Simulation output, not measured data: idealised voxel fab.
A process module follows: voxel capacitor over wiring.
Square cell edge 5 nm, section width 245 nm, ID cut.
Cross-section layout: square cells on a grid; listed as bands, top to bottom; a band spans one or more cell rows.
Heads up on the band format: heights come first, top then bottom, in nm. After that it's the materials left to right, each with its width in nm. A single material flagged "everywhere" fills the whole band edge to edge, and "empty" means there's empty space there.
Convention: height 0 is the level below which the wafer, as received, is all one material. The lowest band does not terminate at the bottom but continues downward, represented as "0..down".
So if you see something like "30 to 40" for the width, read it as the top row of the band sitting at the first number and the bottom row at the second, with every row in between moving by the same amount as the last.
A step reported as "left unchanged" is a step in which no cell of the cross-section changed.
So "Completely sealed voids" is basically the list of trapped voids: any empty space of 8 cells or more that can't reach the top through an opening. They're written width x height at distance, the distance being from the left edge, and it's all nm.
What comes after the settings on a step's line is commentary from the simulator itself on that step.
You can add "overlay nm" to a step's line. For a step with a mask, it describes how far the mask lay to the right of its planned position, and a negative number describes a lay to the left.
-- Process steps (planned)
step 1: RECEIVE [material Si]
step 2: CONFORMAL_DEP [material SiO2] [thk nm 15]
step 3: DIRECTIONAL_DEP [material TiN] [thk nm 5]
step 4: DIRECTIONAL_DEP [material W] [thk nm 25]
step 5: DIRECTIONAL_DEP [material aC] [thk nm 10]
step 6: PATTERN [tone cover] [mask id METAL_1] [material resist] [width nm 25] [pitch nm 80] [thk nm 30] [overlay nm -15]
step 7: DIRECTIONAL_ETCH [etch materials aC] [depth nm 10]
step 8: STRIP [etch materials resist]
step 9: DIRECTIONAL_ETCH [etch materials W] [depth nm 25]
step 10: DIRECTIONAL_ETCH [etch materials TiN] [depth nm 5]
step 11: STRIP [etch materials aC]
step 12: CONFORMAL_DEP [material SiCN] [thk nm 5]
step 13: FILL_DEP [material lowk] [thk nm 10]
step 14: CMP [height nm 45]
step 15: CONFORMAL_DEP [material SiCN] [thk nm 5]
step 16: DIRECTIONAL_DEP [material lowk] [thk nm 10]
step 17: DIRECTIONAL_DEP [material aC] [thk nm 10]
step 18: PATTERN [tone open] [mask id PLUG_1] [material resist] [width nm 15] [thk nm 30] [overlay nm 0]
step 19: DIRECTIONAL_ETCH [etch materials aC] [depth nm 10]
step 20: STRIP [etch materials resist]
step 21: DIRECTIONAL_ETCH [etch materials lowk] [depth nm 10]
step 22: DIRECTIONAL_ETCH [etch materials SiCN] [depth nm 5]
step 23: STRIP [etch materials aC]
step 24: CONFORMAL_DEP [material TiN] [thk nm 5]
step 25: FILL_DEP [material Cu] [thk nm 5]
step 26: CMP [height nm 60]
step 27: DIRECTIONAL_DEP [material TiN] [thk nm 5]
step 28: DIRECTIONAL_DEP [material SiN] [thk nm 5]
step 29: DIRECTIONAL_DEP [material TiN] [thk nm 5]
step 30: DIRECTIONAL_DEP [material aC] [thk nm 10]
step 31: PATTERN [tone cover] [mask id UPPER_PLATE] [material resist] [width nm 60] [thk nm 30] [overlay nm 0]
step 32: DIRECTIONAL_ETCH [etch materials aC] [depth nm 10]
step 33: STRIP [etch materials resist]
step 34: DIRECTIONAL_ETCH [etch materials TiN] [depth nm 5]
step 35: DIRECTIONAL_ETCH [etch materials SiN] [depth nm 5]
step 36: STRIP [etch materials aC]
step 37: PATTERN [tone cover] [mask id LOWER_PLATE] [material resist] [width nm 70] [thk nm 20] [overlay nm 0]
step 38: DIRECTIONAL_ETCH [etch materials TiN] [depth nm 5]
step 39: STRIP [etch materials resist]
step 40: FILL_DEP [material SiO2] [thk nm 20]
step 41: CMP [height nm 90]
step 42: MASKED_ETCH [tone open] [mask id PLUG_2] [width nm 15] [etch materials SiO2] [depth nm 15] [overlay nm 0]
step 43: CONFORMAL_DEP [material TiN] [thk nm 5]
step 44: FILL_DEP [material Cu] [thk nm 10]
step 45: CMP [height nm 90]
step 46: CONFORMAL_DEP [material SiN] [thk nm 5]
Where the wafers of this document differ is in the overlay nm of step 6; they start out the same, and the plan states the value that applied to the first wafer.
-- Cross-section of the first of several wafers on receipt, reflecting completion of step 1
    0..down  Si everywhere
    Completely sealed voids: none
-- first wafer at the end, after step 46
    95..90  SiN everywhere
    90..80  SiO2 90 | TiN 5 | Cu 5 | TiN 5 | SiO2 140
    80..70  SiO2 90 to 80 | TiN 15 to 60 | SiO2 140 to 105
    70..65  SiO2 80 | SiN 60 | SiO2 105
    65..60  SiO2 75 | TiN 70 | SiO2 100
    60..50  lowk 80 | TiN 5 | Cu 5 | TiN 5 | lowk 150
    50..45  SiCN 80 | TiN 15 | SiCN 150
    45..20  lowk 50 | SiCN 5 | W 25 | SiCN 5 | lowk 45 | SiCN 5 | W 25 | SiCN 5 | lowk 80
    20..15  SiCN 55 | TiN 25 | SiCN 55 | TiN 25 | SiCN 85
    15..0  SiO2 everywhere
    0..down  Si everywhere
    Completely sealed voids: none
-- At the end of the module, the last of several wafers in cross-section
    95..90  SiN everywhere
    90..80  SiO2 90 | TiN 5 | Cu 5 | TiN 5 | SiO2 140
    80..70  SiO2 90 to 80 | TiN 15 to 60 | SiO2 140 to 105
    70..65  SiO2 80 | SiN 60 | SiO2 105
    65..60  SiO2 75 | TiN 70 | SiO2 100
    60..50  lowk 80 | TiN 5 | Cu 5 | TiN 5 | lowk 150
    50..45  SiCN 80 | TiN 15 | SiCN 150
    45..20  lowk 80 | SiCN 5 | W 25 | SiCN 5 | lowk 45 | SiCN 5 | W 25 | SiCN 5 | lowk 50
    20..15  SiCN 85 | TiN 25 | SiCN 55 | TiN 25 | SiCN 55
    15..0  SiO2 everywhere
    0..down  Si everywhere
    Completely sealed voids: none
-- Where each wafer stands at the end of the module, a row apiece: cells of each material gained (+) or lost (-) since it was received, then closed voids
overlay nm -15; +4 Cu; +105 SiCN; +61 SiN; +394 SiO2; +50 TiN; +50 W; +267 lowk; Completely sealed voids: none
overlay nm -10; +4 Cu; +105 SiCN; +61 SiN; +394 SiO2; +50 TiN; +50 W; +267 lowk; Completely sealed voids: none
overlay nm -5; +4 Cu; +105 SiCN; +61 SiN; +394 SiO2; +50 TiN; +50 W; +267 lowk; Completely sealed voids: none
overlay nm 0; +4 Cu; +105 SiCN; +61 SiN; +394 SiO2; +50 TiN; +50 W; +267 lowk; Completely sealed voids: none
overlay nm 5; +4 Cu; +105 SiCN; +61 SiN; +394 SiO2; +50 TiN; +50 W; +267 lowk; Completely sealed voids: none
overlay nm 10; +4 Cu; +105 SiCN; +61 SiN; +394 SiO2; +50 TiN; +50 W; +267 lowk; Completely sealed voids: none
overlay nm 15; +4 Cu; +105 SiCN; +61 SiN; +394 SiO2; +50 TiN; +50 W; +267 lowk; Completely sealed voids: none
